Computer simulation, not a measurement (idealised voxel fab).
process module | voxel transistor to metal
cross-section cut | 200 nm wide | cells 5 nm
A cross-section is a grid of square cells, given in bands from the top down. A band is one or more rows of cells.
Each band's line starts with the height of the band's top and of its bottom, in nm. Then come its materials from left to right, each with its width in nm. One material with "throughout" fills the band from edge to edge. "air" is empty space.
Height 0 is the level under which the wafer as received is all one material. The lowest band goes on downwards, as in "0 down".
A width such as "30 to 40" changes by the same amount from each row of cells to the next, from the band's top row to its bottom row.
"no change" after a step means that no cell of the cross-section changed.
closed voids: empty space of 8 cells or more with no open way to the top, each as width x height at its distance from the left edge, in nm
after a step's settings: what the simulator itself notes on the step
overlay nm, on a step with a mask: how far to the right of its planned place the mask lay; to the left if negative
plan
1 op RECEIVE | material Si
2 op CONFORMAL_DEP | material SiO2 | thk nm 5
3 op CONFORMAL_DEP | material SiN | thk nm 15
4 op PATTERN | tone cover | mask id ACTIVE | material resist | width nm 105 | thk nm 15 | overlay nm 0
5 op DIRECTIONAL_ETCH | etch materials SiN | depth nm 15
6 op DIRECTIONAL_ETCH | etch materials SiO2 | depth nm 5
7 op DIRECTIONAL_ETCH | etch materials Si | depth nm 35
8 op STRIP | etch materials resist
9 op OXIDIZE | depth nm 5
10 op FILL_DEP | material SiO2 | thk nm 5
11 op CMP | height nm 20
12 op SELECTIVE_ETCH | etch materials SiO2 | depth nm 15
13 op STRIP | etch materials SiN
14 op SELECTIVE_ETCH | etch materials SiO2 | depth nm 5
15 op OXIDIZE | depth nm 5
16 op DIRECTIONAL_DEP | material polySi | thk nm 30
17 op DIRECTIONAL_DEP | material SiCN | thk nm 15
18 op DIRECTIONAL_DEP | material aC | thk nm 15
19 op PATTERN | tone cover | mask id GATE | material resist | width nm 15 | thk nm 30 | overlay nm 0
20 op DIRECTIONAL_ETCH | etch materials aC | depth nm 15
21 op STRIP | etch materials resist
22 op DIRECTIONAL_ETCH | etch materials SiCN | depth nm 25
23 op DIRECTIONAL_ETCH | etch materials polySi | depth nm 40
24 op STRIP | etch materials aC
25 op CONFORMAL_DEP | material SiN | thk nm 10
26 op DIRECTIONAL_ETCH | etch materials SiN | depth nm 10
27 op DIRECTIONAL_ETCH | etch materials SiO2 | depth nm 5
28 op DIRECTIONAL_ETCH | etch materials Si | depth nm 10
29 op EPI | material pSi | thk nm 15
30 op FILL_DEP | material SiO2 | thk nm 5
31 op CMP | height nm 45
32 op DIRECTIONAL_DEP | material SiO2 | thk nm 10
33 op MASKED_ETCH | tone open | mask id CONTACT | width nm 20 | pitch nm 75 | etch materials SiO2 | depth nm 55 | overlay nm 0
34 op CONFORMAL_DEP | material TiN | thk nm 5
35 op FILL_DEP | material Ru | thk nm 10
36 op CMP | height nm 55
37 op CONFORMAL_DEP | material SiCN | thk nm 5
38 op DIRECTIONAL_DEP | material SiO2 | thk nm 20
39 op MASKED_ETCH | tone open | mask id METAL_1 | width nm 20 | pitch nm 75 | etch materials SiO2 | depth nm 20 | overlay nm 0
40 op MASKED_ETCH | tone open | mask id METAL_1 | width nm 20 | pitch nm 75 | etch materials SiCN | depth nm 5 | overlay nm 0
41 op CONFORMAL_DEP | material TiN | thk nm 5
42 op FILL_DEP | material Cu | thk nm 5
43 op CMP | height nm 80
44 op CONFORMAL_DEP | material SiCN | thk nm 5
45 op DIRECTIONAL_DEP | material lowk | thk nm 35
46 op PATTERN | tone open | mask id METAL_2 | material resist | width nm 20 | pitch nm 75 | thk nm 15 | overlay nm 0
47 op DIRECTIONAL_ETCH | etch materials lowk | depth nm 20
48 op STRIP | etch materials resist
49 op MASKED_ETCH | tone open | mask id METAL_2_HOLES | width nm 15 | pitch nm 75 | etch materials lowk | depth nm 15 | overlay nm 0
50 op MASKED_ETCH | tone open | mask id METAL_2_HOLES | width nm 15 | pitch nm 75 | etch materials SiCN | depth nm 5 | overlay nm 0
51 op CONFORMAL_DEP | material TiN | thk nm 5
52 op FILL_DEP | material Ru | thk nm 5
53 op CMP | height nm 120
54 op CONFORMAL_DEP | material SiN | thk nm 5
first wafer, as planned
as received, after step 1
  0 down: Si throughout
  closed voids: none
after step 2
  5 to 0: SiO2 throughout
  below 0: unchanged
after step 3
  20 to 5: SiN throughout
  below 5: unchanged
after step 4
  35 to 20: air 45 | resist 105 | air 50
  below 20: unchanged
after step 5
  35 to 20: air 45 | resist 105 | air 50
  20 to 5: air 45 | SiN 105 | air 50
  below 5: unchanged
after step 6
  35 to 20: air 45 | resist 105 | air 50
  20 to 5: air 45 | SiN 105 | air 50
  5 to 0: air 45 | SiO2 105 | air 50
  below 0: unchanged
after step 7
  35 to 20: air 45 | resist 105 | air 50
  20 to 5: air 45 | SiN 105 | air 50
  5 to 0: air 45 | SiO2 105 | air 50
  0 to -35: air 45 | Si 105 | air 50
  below -35: unchanged
after step 8
  20 to 5: air 45 | SiN 105 | air 50
  below 5: unchanged
after step 9
  20 to 5: air 45 | SiN 105 | air 50
  5 to 0: air 45 | SiO2 105 | air 50
  0 to -35: air 45 | SiO2 5 | Si 95 | SiO2 5 | air 50
  -35 to -40: SiO2 50 | Si 95 | SiO2 55
  below -40: unchanged
after step 10
  25 to 20: SiO2 throughout
  20 to 5: SiO2 45 | SiN 105 | SiO2 50
  5 to 0: SiO2 throughout
  0 to -40: SiO2 50 | Si 95 | SiO2 55
  below -40: unchanged
after step 11
  20 to 5: SiO2 45 | SiN 105 | SiO2 50
  below 5: unchanged
after step 12
  20 to 5: air 45 | SiN 105 | air 50
  below 5: unchanged
after step 13
  5 to 0: SiO2 throughout
  below 0: unchanged
after step 14
  0 to -40: SiO2 50 | Si 95 | SiO2 55
  below -40: unchanged
after step 15
  0 to -5: SiO2 throughout
  below -5: unchanged
after step 16
  30 to 0: polySi throughout
  below 0: unchanged
after step 17
  45 to 30: SiCN throughout
  below 30: unchanged
after step 18
  60 to 45: aC throughout
  below 45: unchanged
after step 19
  90 to 60: air 90 | resist 15 | air 95
  below 60: unchanged
after step 20
  75 to 60: air 90 | resist 15 | air 95
  60 to 45: air 90 | aC 15 | air 95
  below 45: unchanged
after step 21
  60 to 45: air 90 | aC 15 | air 95
  below 45: unchanged
after step 22
  60 to 45: air 90 | aC 15 | air 95
  45 to 30: air 90 | SiCN 15 | air 95
  below 30: unchanged
after step 23
  60 to 45: air 90 | aC 15 | air 95
  45 to 30: air 90 | SiCN 15 | air 95
  30 to 0: air 90 | polySi 15 | air 95
  below 0: unchanged
after step 24
  45 to 30: air 90 | SiCN 15 | air 95
  below 30: unchanged
after step 25
  55 to 45: air 80 | SiN 35 | air 85
  45 to 30: air 80 | SiN 10 | SiCN 15 | SiN 10 | air 85
  30 to 10: air 80 | SiN 10 | polySi 15 | SiN 10 | air 85
  10 to 0: SiN 90 | polySi 15 | SiN 95
  below 0: unchanged
after step 26
  45 to 30: air 80 | SiN 10 | SiCN 15 | SiN 10 | air 85
  30 to 0: air 80 | SiN 10 | polySi 15 | SiN 10 | air 85
  below 0: unchanged
after step 27
  45 to 30: air 80 | SiN 10 | SiCN 15 | SiN 10 | air 85
  30 to 0: air 80 | SiN 10 | polySi 15 | SiN 10 | air 85
  0 to -5: air 80 | SiO2 35 | air 85
  below -5: unchanged
after step 28
  45 to 30: air 80 | SiN 10 | SiCN 15 | SiN 10 | air 85
  30 to 0: air 80 | SiN 10 | polySi 15 | SiN 10 | air 85
  0 to -5: air 80 | SiO2 35 | air 85
  -5 to -15: SiO2 50 | air 30 | Si 35 | air 30 | SiO2 55
  below -15: unchanged
after step 29
  45 to 30: air 80 | SiN 10 | SiCN 15 | SiN 10 | air 85
  30 to 10: air 80 | SiN 10 | polySi 15 | SiN 10 | air 85
  10 to 0: air 65 | pSi 15 | SiN 10 | polySi 15 | SiN 10 | pSi 15 | air 70
  0 to -5: air 45 | pSi 35 | SiO2 35 | pSi 35 | air 50
  -5 to -15: SiO2 50 | pSi 30 | Si 35 | pSi 30 | SiO2 55
  below -15: unchanged
after step 30
  50 to 45: SiO2 throughout
  45 to 30: SiO2 80 | SiN 10 | SiCN 15 | SiN 10 | SiO2 85
  30 to 10: SiO2 80 | SiN 10 | polySi 15 | SiN 10 | SiO2 85
  10 to 0: SiO2 65 | pSi 15 | SiN 10 | polySi 15 | SiN 10 | pSi 15 | SiO2 70
  0 to -5: SiO2 45 | pSi 35 | SiO2 35 | pSi 35 | SiO2 50
  below -5: unchanged
after step 31
  45 to 30: SiO2 80 | SiN 10 | SiCN 15 | SiN 10 | SiO2 85
  below 30: unchanged
after step 32
  55 to 45: SiO2 throughout
  below 45: unchanged
after step 33
  55 to 45: SiO2 50 | air 20 | SiO2 55 | air 20 | SiO2 55
  45 to 30: SiO2 50 | air 20 | SiO2 10 | SiN 10 | SiCN 15 | SiN 10 | SiO2 10 | air 20 | SiO2 55
  30 to 10: SiO2 50 | air 20 | SiO2 10 | SiN 10 | polySi 15 | SiN 10 | SiO2 10 | air 20 | SiO2 55
  10 to 0: SiO2 50 | air 15 | pSi 15 | SiN 10 | polySi 15 | SiN 10 | pSi 15 | air 15 | SiO2 55
  below 0: unchanged
after step 34
  60 to 55: TiN 55 | air 10 | TiN 65 | air 10 | TiN 60
  55 to 45: SiO2 50 | TiN 5 | air 10 | TiN 5 | SiO2 55 | TiN 5 | air 10 | TiN 5 | SiO2 55
  45 to 30: SiO2 50 | TiN 5 | air 10 | TiN 5 | SiO2 10 | SiN 10 | SiCN 15 | SiN 10 | SiO2 10 | TiN 5 | air 10 | TiN 5 | SiO2 55
  30 to 15: SiO2 50 | TiN 5 | air 10 | TiN 5 | SiO2 10 | SiN 10 | polySi 15 | SiN 10 | SiO2 10 | TiN 5 | air 10 | TiN 5 | SiO2 55
  15 to 10: SiO2 50 | TiN 5 | air 5 | TiN 10 | SiO2 10 | SiN 10 | polySi 15 | SiN 10 | SiO2 10 | TiN 10 | air 5 | TiN 5 | SiO2 55
  10 to 5: SiO2 50 | TiN 5 | air 5 | TiN 5 | pSi 15 | SiN 10 | polySi 15 | SiN 10 | pSi 15 | TiN 5 | air 5 | TiN 5 | SiO2 55
  5 to 0: SiO2 50 | TiN 15 | pSi 15 | SiN 10 | polySi 15 | SiN 10 | pSi 15 | TiN 15 | SiO2 55
  below 0: unchanged
after step 35
  70 to 60: Ru throughout
  60 to 55: TiN 55 | Ru 10 | TiN 65 | Ru 10 | TiN 60
  55 to 45: SiO2 50 | TiN 5 | Ru 10 | TiN 5 | SiO2 55 | TiN 5 | Ru 10 | TiN 5 | SiO2 55
  45 to 30: SiO2 50 | TiN 5 | Ru 10 | TiN 5 | SiO2 10 | SiN 10 | SiCN 15 | SiN 10 | SiO2 10 | TiN 5 | Ru 10 | TiN 5 | SiO2 55
  30 to 15: SiO2 50 | TiN 5 | Ru 10 | TiN 5 | SiO2 10 | SiN 10 | polySi 15 | SiN 10 | SiO2 10 | TiN 5 | Ru 10 | TiN 5 | SiO2 55
  15 to 10: SiO2 50 | TiN 5 | Ru 5 | TiN 10 | SiO2 10 | SiN 10 | polySi 15 | SiN 10 | SiO2 10 | TiN 10 | Ru 5 | TiN 5 | SiO2 55
  10 to 5: SiO2 50 | TiN 5 | Ru 5 | TiN 5 | pSi 15 | SiN 10 | polySi 15 | SiN 10 | pSi 15 | TiN 5 | Ru 5 | TiN 5 | SiO2 55
  below 5: unchanged
after step 36
  55 to 45: SiO2 50 | TiN 5 | Ru 10 | TiN 5 | SiO2 55 | TiN 5 | Ru 10 | TiN 5 | SiO2 55
  below 45: unchanged
after step 37
  60 to 55: SiCN throughout
  below 55: unchanged
after step 38
  80 to 60: SiO2 throughout
  below 60: unchanged
after step 39
  80 to 60: SiO2 50 | air 20 | SiO2 55 | air 20 | SiO2 55
  below 60: unchanged
after step 40
  80 to 60: SiO2 50 | air 20 | SiO2 55 | air 20 | SiO2 55
  60 to 55: SiCN 50 | air 20 | SiCN 55 | air 20 | SiCN 55
  below 55: unchanged
after step 41
  85 to 80: TiN 55 | air 10 | TiN 65 | air 10 | TiN 60
  80 to 60: SiO2 50 | TiN 5 | air 10 | TiN 5 | SiO2 55 | TiN 5 | air 10 | TiN 5 | SiO2 55
  60 to 55: SiCN 50 | TiN 20 | SiCN 55 | TiN 20 | SiCN 55
  below 55: unchanged
after step 42
  90 to 85: Cu throughout
  85 to 80: TiN 55 | Cu 10 | TiN 65 | Cu 10 | TiN 60
  80 to 60: SiO2 50 | TiN 5 | Cu 10 | TiN 5 | SiO2 55 | TiN 5 | Cu 10 | TiN 5 | SiO2 55
  below 60: unchanged
after step 43
  80 to 60: SiO2 50 | TiN 5 | Cu 10 | TiN 5 | SiO2 55 | TiN 5 | Cu 10 | TiN 5 | SiO2 55
  below 60: unchanged
after step 44
  85 to 80: SiCN throughout
  below 80: unchanged
after step 45
  120 to 85: lowk throughout
  below 85: unchanged
after step 46
  135 to 120: resist 50 | air 20 | resist 55 | air 20 | resist 55
  below 120: unchanged
after step 47
  135 to 120: resist 50 | air 20 | resist 55 | air 20 | resist 55
  120 to 100: lowk 50 | air 20 | lowk 55 | air 20 | lowk 55
  below 100: unchanged
after step 48
  120 to 100: lowk 50 | air 20 | lowk 55 | air 20 | lowk 55
  below 100: unchanged
after step 49
  120 to 100: lowk 50 | air 20 | lowk 55 | air 20 | lowk 55
  100 to 85: lowk 50 | air 15 | lowk 60 | air 15 | lowk 60
  below 85: unchanged
after step 50
  120 to 100: lowk 50 | air 20 | lowk 55 | air 20 | lowk 55
  100 to 85: lowk 50 | air 15 | lowk 60 | air 15 | lowk 60
  85 to 80: SiCN 50 | air 15 | SiCN 60 | air 15 | SiCN 60
  below 80: unchanged
after step 51
  125 to 120: TiN 55 | air 10 | TiN 65 | air 10 | TiN 60
  120 to 105: lowk 50 | TiN 5 | air 10 | TiN 5 | lowk 55 | TiN 5 | air 10 | TiN 5 | lowk 55
  105 to 100: lowk 50 | TiN 5 | air 5 | TiN 10 | lowk 55 | TiN 5 | air 5 | TiN 10 | lowk 55
  100 to 85: lowk 50 | TiN 5 | air 5 | TiN 5 | lowk 60 | TiN 5 | air 5 | TiN 5 | lowk 60
  85 to 80: SiCN 50 | TiN 15 | SiCN 60 | TiN 15 | SiCN 60
  below 80: unchanged
after step 52
  130 to 125: Ru throughout
  125 to 120: TiN 55 | Ru 10 | TiN 65 | Ru 10 | TiN 60
  120 to 105: lowk 50 | TiN 5 | Ru 10 | TiN 5 | lowk 55 | TiN 5 | Ru 10 | TiN 5 | lowk 55
  105 to 100: lowk 50 | TiN 5 | Ru 5 | TiN 10 | lowk 55 | TiN 5 | Ru 5 | TiN 10 | lowk 55
  100 to 85: lowk 50 | TiN 5 | Ru 5 | TiN 5 | lowk 60 | TiN 5 | Ru 5 | TiN 5 | lowk 60
  below 85: unchanged
after step 53
  120 to 105: lowk 50 | TiN 5 | Ru 10 | TiN 5 | lowk 55 | TiN 5 | Ru 10 | TiN 5 | lowk 55
  below 105: unchanged
after step 54
  125 to 120: SiN throughout
  below 120: unchanged
second wafer: like start, like plan, one mistake. Through step 43 it matches the first wafer
when step 44 should have ended
  115 to 80: lowk throughout
  below 80: unchanged
when step 45 should have ended
  120 to 115: SiCN throughout
  below 115: unchanged
when step 46 should have ended
  135 to 120: resist 50 | air 20 | resist 55 | air 20 | resist 55
  below 120: unchanged
when step 47 should have ended: no change
when step 48 should have ended
  120 to 115: SiCN throughout
  below 115: unchanged
when step 49 should have ended: no change
when step 50 should have ended
  120 to 115: SiCN 50 | air 15 | SiCN 60 | air 15 | SiCN 60
  below 115: unchanged
when step 51 should have ended
  125 to 120: TiN 55 | air 5 | TiN 70 | air 5 | TiN 65
  120 to 115: SiCN 50 | TiN 15 | SiCN 60 | TiN 15 | SiCN 60
  below 115: unchanged
when step 52 should have ended
  130 to 125: Ru throughout
  125 to 120: TiN 55 | Ru 5 | TiN 70 | Ru 5 | TiN 65
  below 120: unchanged
when step 53 should have ended
  120 to 115: SiCN 50 | TiN 15 | SiCN 60 | TiN 15 | SiCN 60
  below 115: unchanged
when step 54 should have ended
  125 to 120: SiN throughout
  below 120: unchanged
what went wrong: steps 44 and 45 were swapped
at the end the second wafer has, in cells: 20 fewer of Ru | 30 fewer of TiN | 50 more of lowk
